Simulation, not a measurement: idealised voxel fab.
Title: Process Module voxel self aligned vias
Section cut is 300 nm wide and gridded with 5 nm square cells.
How to read a cross-section here: the picture is a grid of square cells, written as bands going from the top down, and any band can span one or more rows of cells.
Basically the band line says how high the top is and how high the bottom is, in nm, and then what's in it from left to right, every material with its width in nm. Empty space shows up as "air", and if a single material carries "edge to edge" it runs the full band edge to edge.
Height is counted from the level 0, under which the received wafer is composed throughout of one material. The lowest of the bands is not closed at the bottom but continues downward, in the notation "0 -> down".
Think of "30 to 40" as a width that walks from the first number to the second as you go down the band, top row to bottom row, taking equal-sized steps from row to row.
"nothing was modified" after a step means that no cell of the cross-section changed.
Closed-off voids of 8+ cells (no open route to the top) go in "Cavities, sealed", written width x height at distance from the left edge, in nm.
That trailing text on a step's line, after the settings, is the simulator's own remark on the step.
What "overlay nm" on a step's line means: if the step has a mask, that mask lay this far to the right of its planned place, or, when the value is negative, to the left.
INTENDED PROCESS STEPS
1,op RECEIVE | material Si
2,op CONFORMAL_DEP | material SiO2 | thk nm 15
3,op CONFORMAL_DEP | material SiCN | thk nm 5
4,op DIRECTIONAL_DEP | material lowk | thk nm 30
5,op MASKED_ETCH | tone open | mask id LINES | width nm 20 | pitch nm 60 | etch materials lowk | depth nm 30 | overlay nm 0
6,op CONFORMAL_DEP | material TiN | thk nm 5
7,op FILL_DEP | material Ru | thk nm 10
8,op CMP | height nm 50
9,op SELECTIVE_ETCH | etch materials W Ru TiN | depth nm 5
10,op FILL_DEP | material SiN | thk nm 10
11,op CMP | height nm 50
12,op DIRECTIONAL_DEP | material lowk | thk nm 20
13,op MASKED_ETCH | tone open | mask id VIAS | width nm 30 | pitch nm 60 | etch materials lowk | depth nm 20 | overlay nm 0
14,op MASKED_ETCH | tone open | mask id VIAS | width nm 30 | pitch nm 60 | etch materials SiN | depth nm 5 | overlay nm 0
15,op CONFORMAL_DEP | material TiN | thk nm 5
16,op FILL_DEP | material Cu | thk nm 10
17,op CMP | height nm 70
18,op CONFORMAL_DEP | material SiN | thk nm 5
INCOMING WAFER, CROSS-SECTIONAL VIEW, POST STEP 1
* 0 -> down | Si edge to edge
* Cavities, sealed: none
MODULE COMPLETE - CROSS-SECTION OF THE FIRST OF TWO WAFERS, RUN ACCORDING TO PLAN
* 75 -> 70 | SiN edge to edge
* 70 -> 55 | lowk=75, TiN=5, Cu=20, TiN=5, lowk=30, TiN=5, Cu=20, TiN=5, lowk=30, TiN=5, Cu=20, TiN=5, lowk=75
* 55 -> 50 | lowk=75, TiN=10, Cu=10, TiN=10, lowk=30, TiN=10, Cu=10, TiN=10, lowk=30, TiN=10, Cu=10, TiN=10, lowk=75
* 50 -> 45 | lowk=80, TiN=20, lowk=40, TiN=20, lowk=40, TiN=20, lowk=80
* 45 -> 25 | lowk=80, TiN=5, Ru=10, TiN=5, lowk=40, TiN=5, Ru=10, TiN=5, lowk=40, TiN=5, Ru=10, TiN=5, lowk=80
* 25 -> 20 | lowk=80, TiN=20, lowk=40, TiN=20, lowk=40, TiN=20, lowk=80
* 20 -> 15 | SiCN edge to edge
* 15 -> 0 | SiO2 edge to edge
* 0 -> down | Si edge to edge
* Cavities, sealed: none
SECOND WAFER CROSS-SECTION AT END OF MODULE - SHARED START AND PLAN WITH THE FIRST, ONE MISTAKE IN THE RUN
* 75 -> 70 | SiN edge to edge
* 70 -> 55 | lowk=75, TiN=5, Cu=20, TiN=5, lowk=30, TiN=5, Cu=20, TiN=5, lowk=30, TiN=5, Cu=20, TiN=5, lowk=75
* 55 -> 50 | lowk=75, TiN=30, lowk=30, TiN=30, lowk=30, TiN=30, lowk=75
* 50 -> 20 | SiO2 edge to edge
* 20 -> 15 | SiCN edge to edge
* 15 -> 0 | SiO2 edge to edge
* 0 -> down | Si edge to edge
* Cavities, sealed: none
Short version of what went wrong: planned and actual differ for step 4; actual: op DIRECTIONAL_DEP | material SiO2 | thk nm 30
End check, counted in cells, second wafer has more or fewer of these materials than the first: 6 fewer of Cu, 24 fewer of Ru, 360 more of SiO2, 42 fewer of TiN, 288 fewer of lowk
